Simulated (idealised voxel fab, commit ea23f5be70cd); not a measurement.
process module | voxel self aligned vias
cross-section cut | 295 nm wide | cells 5 nm
A cross-section is a grid of square cells, given in bands from the top down. A band is one or more rows of cells.
Each band's line starts with the height of the band's top and of its bottom, in nm. Then come its materials from left to right, each with its width in nm. One material with "throughout" fills the band from edge to edge. "air" is empty space.
Height 0 is the level under which the wafer as received is all one material. The lowest band goes on downwards, as in "0 down".
A width such as "30 to 40" changes by the same amount from each row of cells to the next, from the band's top row to its bottom row.
"no change" after a step means that no cell of the cross-section changed.
closed voids: empty space of 8 cells or more with no open way to the top, each as width x height at its distance from the left edge, in nm
after a step's settings: what the simulator itself notes on the step
overlay nm, on a step with a mask: how far to the right of its planned place the mask lay; to the left if negative
plan
1 op RECEIVE | material Si
2 op CONFORMAL_DEP | material SiO2 | thk nm 10
3 op CONFORMAL_DEP | material SiCN | thk nm 5
4 op DIRECTIONAL_DEP | material SiO2 | thk nm 30
5 op MASKED_ETCH | tone open | mask id LINES | width nm 25 | pitch nm 65 | etch materials SiO2 | depth nm 30 | overlay nm 0
6 op CONFORMAL_DEP | material TiN | thk nm 5
7 op FILL_DEP | material W | thk nm 10
8 op CMP | height nm 45
9 op SELECTIVE_ETCH | etch materials W Ru TiN | depth nm 10
10 op FILL_DEP | material SiN | thk nm 5
11 op CMP | height nm 45
12 op DIRECTIONAL_DEP | material SiO2 | thk nm 15
13 op PATTERN | tone open | mask id VIAS | material resist | width nm 35 | pitch nm 130 | thk nm 15 | overlay nm 0
14 op DIRECTIONAL_ETCH | etch materials SiO2 | depth nm 15
15 op DIRECTIONAL_ETCH | etch materials SiN | depth nm 10
16 op STRIP | etch materials resist
17 op CONFORMAL_DEP | material TiN | thk nm 5
18 op FILL_DEP | material Ru | thk nm 10
19 op CMP | height nm 60
20 op CONFORMAL_DEP | material SiCN | thk nm 5
varied across the wafers: thk nm of step 17. The plan shows the first wafer's value. All wafers start alike
first wafer as received, after step 1
  0 down: Si throughout
  closed voids: none
first wafer at the end, after step 20
  65 to 60: SiCN throughout
  60 to 50: SiO2 65 | TiN 5 | Ru 25 | TiN 5 | SiO2 95 | TiN 5 | Ru 25 | TiN 5 | SiO2 65
  50 to 45: SiO2 65 | TiN 10 | Ru 15 | TiN 10 | SiO2 95 | TiN 10 | Ru 15 | TiN 10 | SiO2 65
  45 to 40: SiO2 70 | TiN 5 | Ru 15 | TiN 5 | SiO2 40 | SiN 25 | SiO2 40 | TiN 5 | Ru 15 | TiN 5 | SiO2 70
  40 to 35: SiO2 70 | TiN 25 | SiO2 40 | SiN 25 | SiO2 40 | TiN 25 | SiO2 70
  35 to 20: SiO2 70 | TiN 5 | W 15 | TiN 5 | SiO2 40 | TiN 5 | W 15 | TiN 5 | SiO2 40 | TiN 5 | W 15 | TiN 5 | SiO2 70
  20 to 15: SiO2 70 | TiN 25 | SiO2 40 | TiN 25 | SiO2 40 | TiN 25 | SiO2 70
  15 to 10: SiCN throughout
  10 to 0: SiO2 throughout
  0 down: Si throughout
  closed voids: none
last wafer at the end
  65 to 60: SiCN throughout
  60 to 45: SiO2 65 | TiN 35 | SiO2 95 | TiN 35 | SiO2 65
  45 to 35: SiO2 70 | TiN 25 | SiO2 40 | SiN 25 | SiO2 40 | TiN 25 | SiO2 70
  35 to 20: SiO2 70 | TiN 5 | W 15 | TiN 5 | SiO2 40 | TiN 5 | W 15 | TiN 5 | SiO2 40 | TiN 5 | W 15 | TiN 5 | SiO2 70
  20 to 15: SiO2 70 | TiN 25 | SiO2 40 | TiN 25 | SiO2 40 | TiN 25 | SiO2 70
  15 to 10: SiCN throughout
  10 to 0: SiO2 throughout
  0 down: Si throughout
  closed voids: none
each wafer at the end: cells of each material gained (+) or lost (-) since it was received, then its closed voids
thk nm 5 | +32 Ru | +118 SiCN | +10 SiN | +517 SiO2 | +63 TiN | +27 W | closed voids: none
thk nm 10 | +10 Ru | +118 SiCN | +10 SiN | +517 SiO2 | +85 TiN | +27 W | closed voids: none
thk nm 15 | +118 SiCN | +10 SiN | +517 SiO2 | +95 TiN | +27 W | closed voids: none
thk nm 20 | +118 SiCN | +10 SiN | +517 SiO2 | +95 TiN | +27 W | closed voids: none
